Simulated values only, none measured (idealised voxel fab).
process module | voxel transistor to metal
cross-section cut | 280 nm wide | cells 5 nm
A cross-section is a grid of square cells, given in bands from the top down. A band is one or more rows of cells.
Each band's line starts with the height of the band's top and of its bottom, in nm. Then come its materials from left to right, each with its width in nm. One material with "throughout" fills the band from edge to edge. "air" is empty space.
Height 0 is the level under which the wafer as received is all one material. The lowest band goes on downwards, as in "0 down".
A width such as "30 to 40" changes by the same amount from each row of cells to the next, from the band's top row to its bottom row.
"no change" after a step means that no cell of the cross-section changed.
closed voids: empty space of 8 cells or more with no open way to the top, each as width x height at its distance from the left edge, in nm
after a step's settings: what the simulator itself notes on the step
overlay nm, on a step with a mask: how far to the right of its planned place the mask lay; to the left if negative
plan
1 op RECEIVE | material Si
2 op OXIDIZE | depth nm 5
3 op CONFORMAL_DEP | material SiN | thk nm 15
4 op DIRECTIONAL_DEP | material aC | thk nm 10
5 op PATTERN | tone cover | mask id ACTIVE | material resist | width nm 100 | pitch nm 125 | thk nm 30 | overlay nm 0
6 op DIRECTIONAL_ETCH | etch materials aC | depth nm 10
7 op STRIP | etch materials resist
8 op DIRECTIONAL_ETCH | etch materials SiN | depth nm 15
9 op DIRECTIONAL_ETCH | etch materials SiO2 | depth nm 5
10 op DIRECTIONAL_ETCH | etch materials Si | depth nm 35
11 op STRIP | etch materials aC
12 op OXIDIZE | depth nm 5
13 op FILL_DEP | material SiO2 | thk nm 5
14 op CMP | height nm 15
15 op SELECTIVE_ETCH | etch materials SiO2 | depth nm 15
16 op STRIP | etch materials SiN
17 op SELECTIVE_ETCH | etch materials SiO2 | depth nm 5
18 op OXIDIZE | depth nm 5
19 op DIRECTIONAL_DEP | material polySi | thk nm 20
20 op DIRECTIONAL_DEP | material SiCN | thk nm 15
21 op DIRECTIONAL_DEP | material aC | thk nm 10
22 op PATTERN | tone cover | mask id GATE | material resist | width nm 20 | pitch nm 125 | thk nm 30 | overlay nm 0
23 op DIRECTIONAL_ETCH | etch materials aC | depth nm 10
24 op STRIP | etch materials resist
25 op DIRECTIONAL_ETCH | etch materials SiCN | depth nm 25
26 op DIRECTIONAL_ETCH | etch materials polySi | depth nm 30
27 op STRIP | etch materials aC
28 op CONFORMAL_DEP | material SiO2 | thk nm 5
29 op DIRECTIONAL_ETCH | etch materials SiO2 | depth nm 5
30 op CONFORMAL_DEP | material SiN | thk nm 10
31 op DIRECTIONAL_ETCH | etch materials SiN | depth nm 10
32 op DIRECTIONAL_ETCH | etch materials SiO2 | depth nm 5
33 op DIRECTIONAL_ETCH | etch materials Si | depth nm 5
34 op EPI | material SiGe | thk nm 10
35 op FILL_DEP | material SiO2 | thk nm 10
36 op CMP | height nm 30
37 op DIRECTIONAL_DEP | material SiO2 | thk nm 15
38 op DIRECTIONAL_DEP | material aC | thk nm 15
39 op PATTERN | tone open | mask id CONTACT | material resist | width nm 25 | thk nm 35 | overlay nm 0
40 op DIRECTIONAL_ETCH | etch materials aC | depth nm 15
41 op STRIP | etch materials resist
42 op DIRECTIONAL_ETCH | etch materials SiO2 | depth nm 50
43 op STRIP | etch materials aC
44 op CONFORMAL_DEP | material TiN | thk nm 5
45 op FILL_DEP | material Ru | thk nm 10
46 op CMP | height nm 45
47 op DIRECTIONAL_DEP | material TiN | thk nm 5
48 op DIRECTIONAL_DEP | material Ru | thk nm 15
49 op DIRECTIONAL_DEP | material aC | thk nm 10
50 op PATTERN | tone cover | mask id METAL_1 | material resist | width nm 15 | thk nm 25 | overlay nm 0
51 op DIRECTIONAL_ETCH | etch materials aC | depth nm 10
52 op STRIP | etch materials resist
53 op DIRECTIONAL_ETCH | etch materials Ru | depth nm 15
54 op DIRECTIONAL_ETCH | etch materials TiN | depth nm 5
55 op STRIP | etch materials aC
56 op CONFORMAL_DEP | material SiCN | thk nm 5
57 op FILL_DEP | material lowk | thk nm 10
58 op CMP | height nm 65
59 op CONFORMAL_DEP | material SiN | thk nm 5
as received, after step 1
  0 down: Si throughout
  closed voids: none
a wafer at the end: this start, this plan, one mistake
  70 to 65: SiN throughout
  65 to 50: lowk 30 | SiCN 5 | Ru 15 | SiCN 5 | lowk 40 | SiCN 5 | Ru 15 | SiCN 5 | lowk 35 | SiCN 5 | Ru 15 | SiCN 5 | lowk 40 | SiCN 5 | Ru 15 | SiCN 5 | lowk 35
  50 to 45: SiCN 35 | TiN 15 | SiCN 50 | TiN 15 | SiCN 45 | TiN 15 | SiCN 50 | TiN 15 | SiCN 40
  45 to 35: SiO2 45 | TiN 5 | Ru 15 | TiN 5 | SiO2 30 | TiN 5 | Ru 15 | TiN 5 | SiO2 45 | TiN 5 | Ru 15 | TiN 5 | SiO2 30 | TiN 5 | Ru 15 | TiN 5 | SiO2 30
  35 to 30: SiO2 45 | TiN 25 | SiO2 30 | TiN 5 | Ru 15 | TiN 5 | SiO2 45 | TiN 25 | SiO2 30 | TiN 5 | Ru 15 | TiN 5 | SiO2 30
  30 to 15: SiO2 45 | TiN 5 | SiN 10 | TiN 5 | SiCN 20 | SiO2 5 | SiN 10 | TiN 5 | Ru 15 | TiN 5 | SiO2 45 | TiN 5 | SiN 10 | TiN 5 | SiCN 20 | SiO2 5 | SiN 10 | TiN 5 | Ru 15 | TiN 5 | SiO2 30
  15 to 5: SiO2 45 | TiN 5 | SiN 10 | TiN 5 | polySi 20 | SiO2 5 | SiN 10 | TiN 5 | Ru 15 | TiN 5 | SiO2 45 | TiN 5 | SiN 10 | TiN 5 | polySi 20 | SiO2 5 | SiN 10 | TiN 5 | Ru 15 | TiN 5 | SiO2 30
  5 to 0: SiO2 45 | TiN 5 | SiN 10 | TiN 5 | polySi 20 | SiO2 5 | SiN 10 | TiN 15 | Ru 5 | TiN 5 | SiO2 45 | TiN 5 | SiN 10 | TiN 5 | polySi 20 | SiO2 5 | SiN 10 | TiN 15 | Ru 5 | TiN 5 | SiO2 30
  0 to -5: SiO2 40 | SiGe 10 | SiN 10 | TiN 5 | polySi 20 | SiO2 5 | SiN 10 | SiGe 10 | TiN 15 | SiO2 40 | SiGe 10 | SiN 10 | TiN 5 | polySi 20 | SiO2 5 | SiN 10 | SiGe 10 | TiN 15 | SiO2 30
  -5 to -10: SiO2 25 | SiGe 25 | SiO2 50 | SiGe 25 | SiO2 25 | SiGe 25 | SiO2 50 | SiGe 25 | SiO2 30
  -10 to -15: SiO2 30 | SiGe 20 | Si 50 | SiGe 20 | SiO2 35 | SiGe 20 | Si 50 | SiGe 20 | SiO2 35
  -15 to -45: SiO2 30 | Si 90 | SiO2 35 | Si 90 | SiO2 35
  -45 down: Si throughout
  closed voids: none
what went wrong: step 39 ran as: op PATTERN | tone open | mask id CONTACT | material resist | width nm 25 | thk nm 35 | overlay nm 10
